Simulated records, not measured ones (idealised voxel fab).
The following process module bears the name voxel wiring stack.
The figure presents cross-section cut, which has a width of 190 nm and is divided into square cells with an edge length of 5 nm.
A cross-section in this document is a grid of square cells, and it is written down as bands, the top band listed before the ones below it; a band is made up of one or more rows of cells. Top, bottom (nm), then materials left to right with widths (nm); lone material tagged "everywhere" fills the whole band edge to edge; "air" = empty space. All heights in this document are referenced to 0, defined as the level beneath which the wafer, as received, consists entirely of one material. The lowest band is not bounded below; it extends indefinitely downward and is written in the form "top 0, no bottom". Read "30->40" as a graded width: first number on top, second number at the bottom, same change between each pair of neighbouring rows. For the purposes of this document, the phrase "remained the same" attached to a step denotes that no cell within the cross-section was modified by that step. Enclosed voids (no open way to top), threshold 8 cells or more, entry "Encapsulated voids", notation width x height at distance, distance from left edge, nm. What comes after the settings on a step's line is commentary from the simulator itself on that step. Steps that use a mask can have "overlay nm" on their line. It says how far the mask sat to the right of where it was meant to be. Negative means to the left.

## The steps planned for the process are as follows
1. RECEIVE | material Si
2. CONFORMAL_DEP | material SiO2 | thk nm 15
3. CONFORMAL_DEP | material SiN | thk nm 5
4. DIRECTIONAL_DEP | material lowk | thk nm 20
5. PATTERN | tone open | mask id METAL_1 | material resist | width nm 15 | pitch nm 45 | thk nm 15 | overlay nm 0
6. DIRECTIONAL_ETCH | etch materials lowk | depth nm 20
7. DIRECTIONAL_ETCH | etch materials SiN | depth nm 5
8. STRIP | etch materials resist
9. CONFORMAL_DEP | material TiN | thk nm 5
10. FILL_DEP | material Cu | thk nm 10
11. CMP | height nm 40
12. CONFORMAL_DEP | material SiCN | thk nm 5
13. DIRECTIONAL_DEP | material lowk | thk nm 10
14. PATTERN | tone open | mask id PLUG_1 | material resist | width nm 15 | pitch nm 90 | thk nm 20 | overlay nm 0
15. DIRECTIONAL_ETCH | etch materials lowk | depth nm 10
16. DIRECTIONAL_ETCH | etch materials SiCN | depth nm 5
17. STRIP | etch materials resist
18. CONFORMAL_DEP | material TiN | thk nm 5
19. FILL_DEP | material W | thk nm 5
20. CMP | height nm 55
21. CONFORMAL_DEP | material SiN | thk nm 5
22. DIRECTIONAL_DEP | material lowk | thk nm 20
23. MASKED_ETCH | tone open | mask id METAL_2 | width nm 25 | pitch nm 45 | etch materials lowk | depth nm 20 | overlay nm 0
24. MASKED_ETCH | tone open | mask id METAL_2 | width nm 25 | pitch nm 45 | etch materials SiN | depth nm 5 | overlay nm 0
25. CONFORMAL_DEP | material TiN | thk nm 5
26. FILL_DEP | material Cu | thk nm 10
27. CMP | height nm 80
28. EPI | material Ru | thk nm 5
29. FILL_DEP | material SiCN | thk nm 5
Among the wafers covered here, the point of difference is the width nm at step 5; their starting state is shared, and the plan presents the value of the first wafer.

## After step 1, as received: first of several wafers, cross-section
- top 0, no bottom | Si everywhere
- Encapsulated voids: none

## End of the module, past its last step, step 29: how the first of several wafers looks in cross-section
- top 90, bottom 85 | SiCN everywhere
- top 85, bottom 80 | SiCN 10 nm; Ru 35 nm; SiCN 10 nm; Ru 35 nm; SiCN 10 nm; Ru 35 nm; SiCN 10 nm; Ru 35 nm; SiCN 10 nm
- top 80, bottom 60 | lowk 15 nm; TiN 5 nm; Cu 15 nm; TiN 5 nm; lowk 20 nm; TiN 5 nm; Cu 15 nm; TiN 5 nm; lowk 20 nm; TiN 5 nm; Cu 15 nm; TiN 5 nm; lowk 20 nm; TiN 5 nm; Cu 15 nm; TiN 5 nm; lowk 15 nm
- top 60, bottom 55 | SiN 15 nm; TiN 25 nm; SiN 20 nm; TiN 25 nm; SiN 20 nm; TiN 25 nm; SiN 20 nm; TiN 25 nm; SiN 15 nm
- top 55, bottom 45 | lowk 15 nm; TiN 5 nm; W 5 nm; TiN 5 nm; lowk 75 nm; TiN 5 nm; W 5 nm; TiN 5 nm; lowk 70 nm
- top 45, bottom 40 | SiCN 15 nm; TiN 15 nm; SiCN 75 nm; TiN 15 nm; SiCN 70 nm
- top 40, bottom 20 | lowk 20 nm; TiN 5 nm; Cu 5 nm; TiN 5 nm; lowk 30 nm; TiN 5 nm; Cu 5 nm; TiN 5 nm; lowk 30 nm; TiN 5 nm; Cu 5 nm; TiN 5 nm; lowk 30 nm; TiN 5 nm; Cu 5 nm; TiN 5 nm; lowk 20 nm
- top 20, bottom 15 | SiN 20 nm; TiN 15 nm; SiN 30 nm; TiN 15 nm; SiN 30 nm; TiN 15 nm; SiN 30 nm; TiN 15 nm; SiN 20 nm
- top 15, bottom 0 | SiO2 everywhere
- top 0, no bottom | Si everywhere
- Encapsulated voids: none

## At the end of the module, the last of several wafers in cross-section
- top 90, bottom 85 | SiCN everywhere
- top 85, bottom 80 | SiCN 10 nm; Ru 35 nm; SiCN 10 nm; Ru 35 nm; SiCN 10 nm; Ru 35 nm; SiCN 10 nm; Ru 35 nm; SiCN 10 nm
- top 80, bottom 60 | lowk 15 nm; TiN 5 nm; Cu 15 nm; TiN 5 nm; lowk 20 nm; TiN 5 nm; Cu 15 nm; TiN 5 nm; lowk 20 nm; TiN 5 nm; Cu 15 nm; TiN 5 nm; lowk 20 nm; TiN 5 nm; Cu 15 nm; TiN 5 nm; lowk 15 nm
- top 60, bottom 55 | SiN 15 nm; TiN 25 nm; SiN 20 nm; TiN 25 nm; SiN 20 nm; TiN 25 nm; SiN 20 nm; TiN 25 nm; SiN 15 nm
- top 55, bottom 45 | lowk 15 nm; TiN 5 nm; W 5 nm; TiN 5 nm; lowk 75 nm; TiN 5 nm; W 5 nm; TiN 5 nm; lowk 70 nm
- top 45, bottom 40 | SiCN 15 nm; TiN 15 nm; SiCN 75 nm; TiN 15 nm; SiCN 70 nm
- top 40, bottom 20 | lowk 15 nm; TiN 5 nm; Cu 15 nm; TiN 5 nm; lowk 20 nm; TiN 5 nm; Cu 15 nm; TiN 5 nm; lowk 20 nm; TiN 5 nm; Cu 15 nm; TiN 5 nm; lowk 20 nm; TiN 5 nm; Cu 15 nm; TiN 5 nm; lowk 15 nm
- top 20, bottom 15 | SiN 15 nm; TiN 25 nm; SiN 20 nm; TiN 25 nm; SiN 20 nm; TiN 25 nm; SiN 20 nm; TiN 25 nm; SiN 15 nm
- top 15, bottom 0 | SiO2 everywhere
- top 0, no bottom | Si everywhere
- Encapsulated voids: none

## Here is how to read the rows: every wafer has a row, and it shows the wafer at the end of the module, giving for each material how many cells were gained (+) or lost (-) since the wafer was received, then listing its closed voids
width nm 15; +64 Cu; +28 Ru; +80 SiCN; +44 SiN; +114 SiO2; +110 TiN; +4 W; +240 lowk; Encapsulated voids: none
width nm 20; +80 Cu; +28 Ru; +80 SiCN; +40 SiN; +114 SiO2; +114 TiN; +4 W; +224 lowk; Encapsulated voids: none
width nm 25; +96 Cu; +28 Ru; +80 SiCN; +36 SiN; +114 SiO2; +118 TiN; +4 W; +208 lowk; Encapsulated voids: none
